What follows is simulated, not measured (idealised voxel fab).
Herein follows the process module entitled voxel released beams.
FYI the section here is cut, 245 nm wide, cells are 5 nm squares.
A cross-section in this document is a grid of square cells, and it is written down as bands, the top band listed before the ones below it; a band is made up of one or more rows of cells.
Band: top height; bottom height; in nm. Then, left to right: material with width in nm, for each material. "edge to edge": a single material spanning edge to edge. "air": empty space.
Basically, 0 is our baseline, since under it the wafer straight out of the box is all one material. The bottom band has no lower end and keeps on going down, so it looks like "top 0, no bottom".
Width spec "30->40" -> top row of cells at first value, bottom row at second value, equal per-row change in between.
"remained unchanged" means the step left every cell of the cross-section as it was.
"Enclosed cavity list" lists enclosed empty spaces (at least 8 cells, no open path upward to the top), each as width x height at distance from the left edge, in nm.
On each step's line, the part that comes after the settings is the simulator's own comment on the step.
The "overlay nm" setting may appear on a step's line; for a step that uses a mask, it gives how far to the right of its planned position the mask lay, and a negative value indicates the left.
Here's what the planned process steps look like:
1: RECEIVE,material Si
2: CONFORMAL_DEP,material SiN,thk nm 5
3: DIRECTIONAL_DEP,material SiO2,thk nm 20
4: MASKED_ETCH,tone open,mask id ANCHOR,width nm 25,etch materials SiO2,depth nm 20,overlay nm 0
5: CONFORMAL_DEP,material TiN,thk nm 10
6: DIRECTIONAL_DEP,material aC,thk nm 15
7: PATTERN,tone cover,mask id BEAM,material resist,width nm 90,thk nm 30,overlay nm 0
8: DIRECTIONAL_ETCH,etch materials aC,depth nm 15
9: STRIP,etch materials resist
10: DIRECTIONAL_ETCH,etch materials TiN,depth nm 10
11: STRIP,etch materials aC
12: STRIP,etch materials SiO2
Among the wafers covered here, the point of difference is the width nm at step 7; their starting state is shared, and the plan presents the value of the first wafer.
The first of several wafers in cross-section, exactly as it reached us after step 1:
> top 0, no bottom | Si edge to edge
> Enclosed cavity list: none
first wafer at the end, after step 12:
> top 35, bottom 25 | 75 nm air, then 10 nm TiN, then 5 nm air, then 75 nm TiN, then 80 nm air
> top 25, bottom 15 | 75 nm air, then 10 nm TiN, then 5 nm air, then 10 nm TiN, then 145 nm air
> top 15, bottom 5 | 75 nm air, then 25 nm TiN, then 145 nm air
> top 5, bottom 0 | SiN edge to edge
> top 0, no bottom | Si edge to edge
> Enclosed cavity list: none
Cross-sectional depiction of the last of several wafers upon completion of the module:
> top 35, bottom 25 | 65 nm air, then 20 nm TiN, then 5 nm air, then 90 nm TiN, then 65 nm air
> top 25, bottom 15 | 75 nm air, then 10 nm TiN, then 5 nm air, then 10 nm TiN, then 145 nm air
> top 15, bottom 5 | 75 nm air, then 25 nm TiN, then 145 nm air
> top 5, bottom 0 | SiN edge to edge
> top 0, no bottom | Si edge to edge
> Enclosed cavity list: none
The table below has one row for each wafer; a row shows, as of the end of the module, how many cells of each material the wafer has gained, marked (+), or lost, marked (-), since it was received, and then the wafer's closed voids:
width nm 90 | +49 SiN | +52 TiN | Enclosed cavity list: none
width nm 95 | +49 SiN | +54 TiN | Enclosed cavity list: none
width nm 100 | +49 SiN | +56 TiN | Enclosed cavity list: none
width nm 105 | +49 SiN | +58 TiN | Enclosed cavity list: none
width nm 110 | +49 SiN | +60 TiN | Enclosed cavity list: none
width nm 115 | +49 SiN | +62 TiN | Enclosed cavity list: none
